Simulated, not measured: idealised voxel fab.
Process module under the name voxel wiring stack
cross-section cut | 185 nm wide | cells 5 nm
Cross-section layout: square cells on a grid; listed as bands, top to bottom; a band spans one or more cell rows. What a band's entry tells you: where the top is and where the bottom is, as heights in nm, and after that what lies inside, material by material from left to right, each with its width in nm. Empty space is written as the word "blank", and a single material marked with the word "everywhere" occupies the band from edge to edge. Height reference: 0 = level under which incoming wafer is all one material. Lowest band: no bottom, runs on downward, e.g. "top 0, no bottom". The width entry "30 to 40" should be interpreted row by row: the top row of cells in the band takes the first number, the bottom row takes the second number, and the change between adjacent rows is uniform throughout. Step note "stayed the same" = no cross-section cell changed. Empty spaces counting at least 8 cells and having no open way to the top are listed in "Enclosed internal cavities". The notation width x height at distance is used for each, the distance being from the left edge and all three values in nm. Post-settings text on a step line: simulator's own remark regarding the step. overlay nm: where the mask lay relative to plan, measured to the right, on steps with a mask; negatives go left.

**plan**
1: RECEIVE | material Si
2: CONFORMAL_DEP | material SiO2 | thk nm 10
3: CONFORMAL_DEP | material SiCN | thk nm 5
4: DIRECTIONAL_DEP | material SiO2 | thk nm 20
5: PATTERN | tone open | mask id METAL_1 | material resist | width nm 25 | pitch nm 40 | thk nm 15 | overlay nm 0
6: DIRECTIONAL_ETCH | etch materials SiO2 | depth nm 20
7: DIRECTIONAL_ETCH | etch materials SiCN | depth nm 5
8: STRIP | etch materials resist
9: CONFORMAL_DEP | material TiN | thk nm 5
10: FILL_DEP | material Cu | thk nm 5
11: CMP | height nm 35
12: CONFORMAL_DEP | material SiCN | thk nm 5
13: DIRECTIONAL_DEP | material SiO2 | thk nm 30
14: MASKED_ETCH | tone open | mask id METAL_2_HOLES | width nm 15 | pitch nm 80 | etch materials SiO2 | depth nm 30 | overlay nm 0
15: MASKED_ETCH | tone open | mask id METAL_2 | width nm 25 | pitch nm 40 | etch materials SiO2 | depth nm 20 | overlay nm 0
16: MASKED_ETCH | tone open | mask id METAL_2 | width nm 25 | pitch nm 40 | etch materials SiCN | depth nm 5 | overlay nm 0
17: CONFORMAL_DEP | material TiN | thk nm 5
18: FILL_DEP | material Cu | thk nm 10
19: CMP | height nm 70
20: CONFORMAL_DEP | material SiN | thk nm 5

**As received (post step 1): cross-section**
* top 0, no bottom  Si everywhere
* Enclosed internal cavities: none

**Looking at the first of two wafers in cross-section at end of module - ran to plan**
* top 75, bottom 70  SiN everywhere
* top 70, bottom 55  SiO2 20 / TiN 5 / Cu 15 / TiN 5 / SiO2 15 / TiN 5 / Cu 15 / TiN 5 / SiO2 15 / TiN 5 / Cu 15 / TiN 5 / SiO2 15 / TiN 5 / Cu 15 / TiN 5 / SiO2 20
* top 55, bottom 50  SiO2 20 / TiN 5 / Cu 5 / TiN 15 / SiO2 15 / TiN 25 / SiO2 15 / TiN 5 / Cu 5 / TiN 15 / SiO2 15 / TiN 25 / SiO2 20
* top 50, bottom 40  SiO2 20 / TiN 5 / Cu 5 / TiN 5 / SiO2 65 / TiN 5 / Cu 5 / TiN 5 / SiO2 70
* top 40, bottom 35  SiCN 20 / TiN 15 / SiCN 65 / TiN 15 / SiCN 70
* top 35, bottom 15  SiO2 20 / TiN 5 / Cu 15 / TiN 5 / SiO2 15 / TiN 5 / Cu 15 / TiN 5 / SiO2 15 / TiN 5 / Cu 15 / TiN 5 / SiO2 15 / TiN 5 / Cu 15 / TiN 5 / SiO2 20
* top 15, bottom 10  SiCN 20 / TiN 25 / SiCN 15 / TiN 25 / SiCN 15 / TiN 25 / SiCN 15 / TiN 25 / SiCN 20
* top 10, bottom 0  SiO2 everywhere
* top 0, no bottom  Si everywhere
* Enclosed internal cavities: none

**Wafer two, sectioned after the module: the first wafer's start, the first wafer's plan, and one mistake in how it was run**
* top 75, bottom 70  SiN everywhere
* top 70, bottom 55  SiO2 20 / TiN 5 / Cu 15 / TiN 5 / SiO2 15 / TiN 5 / Cu 15 / TiN 5 / SiO2 15 / TiN 5 / Cu 15 / TiN 5 / SiO2 15 / TiN 5 / Cu 15 / TiN 5 / SiO2 20
* top 55, bottom 50  SiO2 20 / TiN 5 / Cu 5 / TiN 15 / SiO2 15 / TiN 25 / SiO2 15 / TiN 5 / Cu 5 / TiN 15 / SiO2 15 / TiN 25 / SiO2 20
* top 50, bottom 40  SiO2 20 / TiN 5 / Cu 5 / TiN 5 / SiO2 65 / TiN 5 / Cu 5 / TiN 5 / SiO2 70
* top 40, bottom 35  SiCN 20 / TiN 15 / SiCN 65 / TiN 15 / SiCN 70
* top 35, bottom 30  SiCN 20 / TiN 25 / SiCN 15 / TiN 25 / SiCN 15 / TiN 25 / SiCN 15 / TiN 25 / SiCN 20
* top 30, bottom 0  SiO2 everywhere
* top 0, no bottom  Si everywhere
* Enclosed internal cavities: none
The plan and the run diverged here: sequence error: steps 3 and 4 interchanged
Wrapping up, a cell-based count of both wafers puts the second over or under the first for these materials: -48 Cu, +80 SiO2, -32 TiN
